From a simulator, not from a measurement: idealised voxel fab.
Title: Process Module voxel double patterning
Xsec cut, 210 nm wide, square cell size 5 nm.
This document writes a cross-section as a grid whose cells are square, and gives it as bands, listed from the top down; one or more rows of cells form a band. Heads up on the band format: heights come first, top then bottom, in nm. After that it's the materials left to right, each with its width in nm. A single material flagged "all across" fills the whole band edge to edge, and "air" means there's empty space there. Heights are measured from 0, the level below which the as-received wafer is all one material; the lowest band has no bottom and continues downward, written as in "z 0 and below". Per-row width for "30 to 40": begins at first number (top row of band), ends at second number (bottom row), increment between rows held constant. "no change occurred" means the step left every cell of the cross-section as it was. "Non-vented voids": sealed empty spaces, 8 cells or more, no open way to top, listed width x height at distance, with distance from the left edge and width, height and distance in nm. On a step's line, text after the settings is the simulator commenting on that step. "overlay nm", when on a step's line for a step with a mask, measures how far to the right of its planned place the mask lay; a negative measure means to the left.

## So here's the lineup of process steps we planned
1) RECEIVE (material Si)
2) CONFORMAL_DEP (material SiO2; thk nm 5)
3) DIRECTIONAL_DEP (material polySi; thk nm 15)
4) DIRECTIONAL_DEP (material SiCN; thk nm 5)
5) PATTERN (tone open; mask id FIRST; material resist; width nm 15; pitch nm 50; thk nm 15; overlay nm 0)
6) DIRECTIONAL_ETCH (etch materials SiCN; depth nm 5)
7) STRIP (etch materials resist)
8) PATTERN (tone open; mask id SECOND; material resist; width nm 15; pitch nm 50; thk nm 20; overlay nm 0)
9) DIRECTIONAL_ETCH (etch materials SiCN; depth nm 5)
10) STRIP (etch materials resist)
11) DIRECTIONAL_ETCH (etch materials polySi; depth nm 15)
12) STRIP (etch materials SiCN)

## Cross-sectional view of the wafer in its as-received condition, corresponding to the state after step 1
	z 0 and below = Si all across
	Non-vented voids: none

## Cross-sectional result after module completion. Note: starting condition and plan are unchanged from above; one processing mistake was made
	z 25 to 20 = SiO2 all across
	z 20 to 5 = polySi all across
	z 5 to 0 = SiO2 all across
	z 0 and below = Si all across
	Non-vented voids: none
It is concluded that the wafer was processed incorrectly with respect to the plan, in that in deviation from the planned setting, step 4 was conducted as DIRECTIONAL_DEP (material SiO2; thk nm 5)
